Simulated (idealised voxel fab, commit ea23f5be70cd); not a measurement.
Process module in this document: voxel transistor to metal
cross-section cut | 260 nm wide | cells 5 nm
A cross-section in this document is a grid of square cells, and it is written down as bands, the top band listed before the ones below it; a band is made up of one or more rows of cells.
For a band, the entry starts with two heights in nm, that of the top and then that of the bottom, and carries on with the band's materials in order from left to right, each alongside its width in nm; the word "all across" beside a single material means it fills the band edge to edge, and "empty" means empty space.
The level at which height equals 0 is the one under which the wafer, as it arrives, is entirely one material. No lower edge exists for the bottom band, which continues downward and is notated as in "0 down".
The width entry "30..40" should be interpreted row by row: the top row of cells in the band takes the first number, the bottom row takes the second number, and the change between adjacent rows is uniform throughout.
Given "nothing was modified" for a step, no cell of the cross-section differs between before and after that step.
Enclosed voids (no open way to top), threshold 8 cells or more, entry "Closed internal cavities", notation width x height at distance, distance from left edge, nm.
If you see something after the settings on a step's line, that's the simulator's own remark about that step.
The setting "overlay nm" may be written on the line of a step. When the step uses a mask, the value reports how far to the right of the planned place the mask lay, and a negative value reports that it lay to the left.
**Process steps (planned)**
1,RECEIVE (material Si)
2,OXIDIZE (depth nm 5)
3,CONFORMAL_DEP (material SiN; thk nm 10)
4,PATTERN (tone cover; mask id ACTIVE; material resist; width nm 105; pitch nm 125; thk nm 15; overlay nm 0)
5,DIRECTIONAL_ETCH (etch materials SiN; depth nm 10)
6,DIRECTIONAL_ETCH (etch materials SiO2; depth nm 5)
7,DIRECTIONAL_ETCH (etch materials Si; depth nm 30)
8,STRIP (etch materials resist)
9,OXIDIZE (depth nm 5)
10,FILL_DEP (material SiO2; thk nm 15)
11,CMP (height nm 10)
12,SELECTIVE_ETCH (etch materials SiO2; depth nm 5)
13,STRIP (etch materials SiN)
14,SELECTIVE_ETCH (etch materials SiO2; depth nm 5)
15,OXIDIZE (depth nm 5)
16,DIRECTIONAL_DEP (material polySi; thk nm 30)
17,DIRECTIONAL_DEP (material SiCN; thk nm 10)
18,MASKED_ETCH (tone cover; mask id GATE; width nm 15; pitch nm 125; etch materials SiCN; depth nm 20; overlay nm 0)
19,MASKED_ETCH (tone cover; mask id GATE; width nm 15; pitch nm 125; etch materials polySi; depth nm 40; overlay nm 0)
20,CONFORMAL_DEP (material SiO2; thk nm 5)
21,DIRECTIONAL_ETCH (etch materials SiO2; depth nm 5)
22,CONFORMAL_DEP (material SiN; thk nm 10)
23,DIRECTIONAL_ETCH (etch materials SiN; depth nm 10)
24,DIRECTIONAL_ETCH (etch materials SiO2; depth nm 5)
25,EPI (material SiGe; thk nm 5)
26,FILL_DEP (material SiO2; thk nm 10)
27,CMP (height nm 35)
28,DIRECTIONAL_DEP (material SiO2; thk nm 15)
29,PATTERN (tone open; mask id CONTACT; material resist; width nm 20; thk nm 15; overlay nm 0)
30,DIRECTIONAL_ETCH (etch materials SiO2; depth nm 55)
31,STRIP (etch materials resist)
32,CONFORMAL_DEP (material TiN; thk nm 5)
33,FILL_DEP (material Ru; thk nm 5)
34,CMP (height nm 50)
35,CONFORMAL_DEP (material SiCN; thk nm 5)
36,DIRECTIONAL_DEP (material lowk; thk nm 15)
37,MASKED_ETCH (tone open; mask id METAL_1; width nm 20; etch materials lowk; depth nm 15; overlay nm 0)
38,MASKED_ETCH (tone open; mask id METAL_1; width nm 20; etch materials SiCN; depth nm 5; overlay nm 0)
39,CONFORMAL_DEP (material TiN; thk nm 5)
40,FILL_DEP (material W; thk nm 10)
41,CMP (height nm 70)
42,CONFORMAL_DEP (material SiCN; thk nm 5)
43,DIRECTIONAL_DEP (material SiO2; thk nm 35)
44,DIRECTIONAL_DEP (material aC; thk nm 10)
45,PATTERN (tone open; mask id METAL_2_HOLES; material resist; width nm 15; pitch nm 125; thk nm 30; overlay nm 0)
46,DIRECTIONAL_ETCH (etch materials aC; depth nm 10)
47,STRIP (etch materials resist)
48,DIRECTIONAL_ETCH (etch materials SiO2; depth nm 35)
49,STRIP (etch materials aC)
50,PATTERN (tone open; mask id METAL_2; material resist; width nm 20; pitch nm 125; thk nm 20; overlay nm 0)
51,DIRECTIONAL_ETCH (etch materials SiO2; depth nm 20)
52,DIRECTIONAL_ETCH (etch materials SiCN; depth nm 5)
53,STRIP (etch materials resist)
54,CONFORMAL_DEP (material TiN; thk nm 5)
55,FILL_DEP (material Cu; thk nm 5)
56,CMP (height nm 110)
57,CONFORMAL_DEP (material SiN; thk nm 5)
**As-received state of the wafer in cross-section, equivalent to post-step 1**
    0 down = Si all across
    Closed internal cavities: none
**End-of-module XS, first of two wafers, run as planned**
    115 to 110 = SiN all across
    110 to 95 = 25 nm SiO2  5 nm TiN  10 nm Cu  5 nm TiN  105 nm SiO2  5 nm TiN  10 nm Cu  5 nm TiN  90 nm SiO2
    95 to 90 = 25 nm SiO2  5 nm TiN  5 nm Cu  10 nm TiN  105 nm SiO2  5 nm TiN  5 nm Cu  10 nm TiN  90 nm SiO2
    90 to 75 = 25 nm SiO2  5 nm TiN  5 nm Cu  5 nm TiN  110 nm SiO2  5 nm TiN  5 nm Cu  5 nm TiN  95 nm SiO2
    75 to 70 = 25 nm SiCN  15 nm TiN  110 nm SiCN  15 nm TiN  95 nm SiCN
    70 to 55 = 25 nm lowk  5 nm TiN  10 nm W  5 nm TiN  45 nm lowk  5 nm TiN  10 nm W  5 nm TiN  40 nm lowk  5 nm TiN  10 nm W  5 nm TiN  45 nm lowk  5 nm TiN  10 nm W  5 nm TiN  25 nm lowk
    55 to 50 = 25 nm SiCN  20 nm TiN  45 nm SiCN  20 nm TiN  40 nm SiCN  20 nm TiN  45 nm SiCN  20 nm TiN  25 nm SiCN
    50 to 35 = 25 nm SiO2  5 nm TiN  10 nm Ru  5 nm TiN  45 nm SiO2  5 nm TiN  10 nm Ru  5 nm TiN  40 nm SiO2  5 nm TiN  10 nm Ru  5 nm TiN  45 nm SiO2  5 nm TiN  10 nm Ru  5 nm TiN  25 nm SiO2
    35 to 25 = 25 nm SiO2  5 nm TiN  10 nm Ru  5 nm TiN  10 nm SiN  5 nm SiO2  15 nm SiCN  5 nm SiO2  10 nm SiN  5 nm TiN  10 nm Ru  5 nm TiN  40 nm SiO2  5 nm TiN  10 nm Ru  5 nm TiN  10 nm SiN  5 nm SiO2  15 nm SiCN  5 nm SiO2  10 nm SiN  5 nm TiN  10 nm Ru  5 nm TiN  25 nm SiO2
    25 to 0 = 25 nm SiO2  5 nm TiN  10 nm Ru  5 nm TiN  10 nm SiN  5 nm SiO2  15 nm polySi  5 nm SiO2  10 nm SiN  5 nm TiN  10 nm Ru  5 nm TiN  40 nm SiO2  5 nm TiN  10 nm Ru  5 nm TiN  10 nm SiN  5 nm SiO2  15 nm polySi  5 nm SiO2  10 nm SiN  5 nm TiN  10 nm Ru  5 nm TiN  25 nm SiO2
    0 to -5 = 15 nm SiO2  10 nm SiN  20 nm TiN  10 nm SiN  5 nm SiO2  15 nm polySi  5 nm SiO2  10 nm SiN  20 nm TiN  10 nm SiN  20 nm SiO2  10 nm SiN  20 nm TiN  10 nm SiN  5 nm SiO2  15 nm polySi  5 nm SiO2  10 nm SiN  20 nm TiN  10 nm SiN  15 nm SiO2
    -5 to -10 = 25 nm SiO2  20 nm SiGe  45 nm SiO2  20 nm SiGe  40 nm SiO2  20 nm SiGe  45 nm SiO2  20 nm SiGe  25 nm SiO2
    -10 to -40 = 20 nm SiO2  95 nm Si  30 nm SiO2  95 nm Si  20 nm SiO2
    -40 down = Si all across
    Closed internal cavities: none
**This cross-section belongs to the second wafer of two at the end of the module; the start and the plan were shared with the first, and the run included one mistake**
    115 to 110 = SiN all across
    110 to 95 = 25 nm SiO2  5 nm TiN  10 nm Cu  5 nm TiN  105 nm SiO2  5 nm TiN  10 nm Cu  5 nm TiN  90 nm SiO2
    95 to 90 = 25 nm SiO2  5 nm TiN  5 nm Cu  10 nm TiN  105 nm SiO2  5 nm TiN  5 nm Cu  10 nm TiN  90 nm SiO2
    90 to 75 = 25 nm SiO2  5 nm TiN  5 nm Cu  5 nm TiN  110 nm SiO2  5 nm TiN  5 nm Cu  5 nm TiN  95 nm SiO2
    75 to 70 = 25 nm SiCN  15 nm TiN  110 nm SiCN  15 nm TiN  95 nm SiCN
    70 to 60 = 25 nm lowk  5 nm TiN  10 nm W  5 nm TiN  45 nm lowk  5 nm TiN  10 nm W  5 nm TiN  40 nm lowk  5 nm TiN  10 nm W  5 nm TiN  45 nm lowk  5 nm TiN  10 nm W  5 nm TiN  25 nm lowk
    60 to 55 = 25 nm SiCN  20 nm TiN  45 nm SiCN  20 nm TiN  40 nm SiCN  20 nm TiN  45 nm SiCN  20 nm TiN  25 nm SiCN
    55 to 50 = 30 nm TiN  10 nm Ru  55 nm TiN  10 nm Ru  50 nm TiN  10 nm Ru  55 nm TiN  10 nm Ru  30 nm TiN
    50 to 35 = 25 nm SiO2  5 nm TiN  10 nm Ru  5 nm TiN  45 nm SiO2  5 nm TiN  10 nm Ru  5 nm TiN  40 nm SiO2  5 nm TiN  10 nm Ru  5 nm TiN  45 nm SiO2  5 nm TiN  10 nm Ru  5 nm TiN  25 nm SiO2
    35 to 25 = 25 nm SiO2  5 nm TiN  10 nm Ru  5 nm TiN  10 nm SiN  5 nm SiO2  15 nm SiCN  5 nm SiO2  10 nm SiN  5 nm TiN  10 nm Ru  5 nm TiN  40 nm SiO2  5 nm TiN  10 nm Ru  5 nm TiN  10 nm SiN  5 nm SiO2  15 nm SiCN  5 nm SiO2  10 nm SiN  5 nm TiN  10 nm Ru  5 nm TiN  25 nm SiO2
    25 to 0 = 25 nm SiO2  5 nm TiN  10 nm Ru  5 nm TiN  10 nm SiN  5 nm SiO2  15 nm polySi  5 nm SiO2  10 nm SiN  5 nm TiN  10 nm Ru  5 nm TiN  40 nm SiO2  5 nm TiN  10 nm Ru  5 nm TiN  10 nm SiN  5 nm SiO2  15 nm polySi  5 nm SiO2  10 nm SiN  5 nm TiN  10 nm Ru  5 nm TiN  25 nm SiO2
    0 to -5 = 15 nm SiO2  10 nm SiN  20 nm TiN  10 nm SiN  5 nm SiO2  15 nm polySi  5 nm SiO2  10 nm SiN  20 nm TiN  10 nm SiN  20 nm SiO2  10 nm SiN  20 nm TiN  10 nm SiN  5 nm SiO2  15 nm polySi  5 nm SiO2  10 nm SiN  20 nm TiN  10 nm SiN  15 nm SiO2
    -5 to -10 = 25 nm SiO2  20 nm SiGe  45 nm SiO2  20 nm SiGe  40 nm SiO2  20 nm SiGe  45 nm SiO2  20 nm SiGe  25 nm SiO2
    -10 to -40 = 20 nm SiO2  95 nm Si  30 nm SiO2  95 nm Si  20 nm SiO2
    -40 down = Si all across
    Closed internal cavities: none
Nonconformance to the process plan: rather than as planned, step 34 actually ran as CMP (height nm 55)
Wrapping up, a cell-based count of both wafers puts the second over or under the first for these materials: +8 Ru; +36 TiN; -8 W; -36 lowk
